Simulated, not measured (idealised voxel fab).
voxel ribs on slabs: a process module
The figure presents cross-section cut, which has a width of 235 nm and is divided into square cells with an edge length of 5 nm.
A cross-section in this document is a grid of square cells, and it is written down as bands, the top band listed before the ones below it; a band is made up of one or more rows of cells. What a band's entry tells you: where the top is and where the bottom is, as heights in nm, and after that what lies inside, material by material from left to right, each with its width in nm. Empty space is written as the word "air", and a single material marked with the word "full width" occupies the band from edge to edge. The level at which height equals 0 is the one under which the wafer, as it arrives, is entirely one material. No lower edge exists for the bottom band, which continues downward and is notated as in "0 and below". The two numbers in a width such as "30 to 40" mark its ends across the band: the first belongs to the top row of cells, the second to the bottom row, and from each row to the next the width moves by the same amount. Key: "nothing different" - step with no changed cell in the cross-section. The entry "Tabulated closed voids" lists the empty spaces that cover at least 8 cells and have no open path to the top. Each is written as width x height at distance, where the distance is measured from the left edge and all three values are in nm. Heads up: the bit after the settings on a step's line is the simulator's remark on that step. "overlay nm" denotes, for a step that has a mask, the displacement of the mask to the right of its planned place, with negative values corresponding to the left.

-- The planned process steps are enumerated hereunder
1,RECEIVE: material Si
2,DIRECTIONAL_DEP: material SiO2, thk nm 30
3,DIRECTIONAL_DEP: material SiN, thk nm 20
4,PATTERN: tone cover, mask id RIB, material resist, width nm 25, thk nm 20, overlay nm 0
5,DIRECTIONAL_ETCH: etch materials SiN, depth nm 15
6,STRIP: etch materials resist
7,DIRECTIONAL_DEP: material aC, thk nm 15
8,PATTERN: tone cover, mask id SLAB, material resist, width nm 65, thk nm 35, overlay nm 0
9,DIRECTIONAL_ETCH: etch materials aC, depth nm 15
10,STRIP: etch materials resist
11,DIRECTIONAL_ETCH: etch materials SiN, depth nm 5
12,STRIP: etch materials aC
13,FILL_DEP: material SiO2, thk nm 25
14,CMP: height nm 65
15,DIRECTIONAL_DEP: material W, thk nm 5
16,MASKED_ETCH: tone cover, mask id HEATER, width nm 35, etch materials W, depth nm 5, overlay nm 0
17,CONFORMAL_DEP: material SiO2, thk nm 5

-- So this is the incoming wafer in cross-section - it's already been through step 1
    0 and below | Si full width
    Tabulated closed voids: none

-- Wafer cross-section at module end: first of two, run to plan
    75 down to 70 | 95 of air, 45 of SiO2, 95 of air
    70 down to 65 | 100 of SiO2, 35 of W, 100 of SiO2
    65 down to 50 | SiO2 full width
    50 down to 35 | 105 of SiO2, 25 of SiN, 105 of SiO2
    35 down to 30 | 85 of SiO2, 65 of SiN, 85 of SiO2
    30 down to 0 | SiO2 full width
    0 and below | Si full width
    Tabulated closed voids: none

-- Cross-section at end of module for the second wafer of two, which matched the first in starting point and plan and differed by one mistake in its processing
    75 down to 70 | 95 of air, 45 of SiO2, 95 of air
    70 down to 65 | 100 of SiO2, 35 of W, 100 of SiO2
    65 down to 50 | SiO2 full width
    50 down to 45 | 85 of SiO2, 20 of SiN, 25 of SiO2, 20 of SiN, 85 of SiO2
    45 down to 35 | 105 of SiN, 25 of SiO2, 105 of SiN
    35 down to 30 | SiN full width
    30 down to 0 | SiO2 full width
    0 and below | Si full width
    Tabulated closed voids: none
Which mistake was made when the wafer was run? planned and actual differ for step 4; actual: PATTERN: tone open, mask id RIB, material resist, width nm 25, thk nm 20, overlay nm 0
at the end the second wafer has, in cells: SiN: 111 more, SiO2: 111 fewer
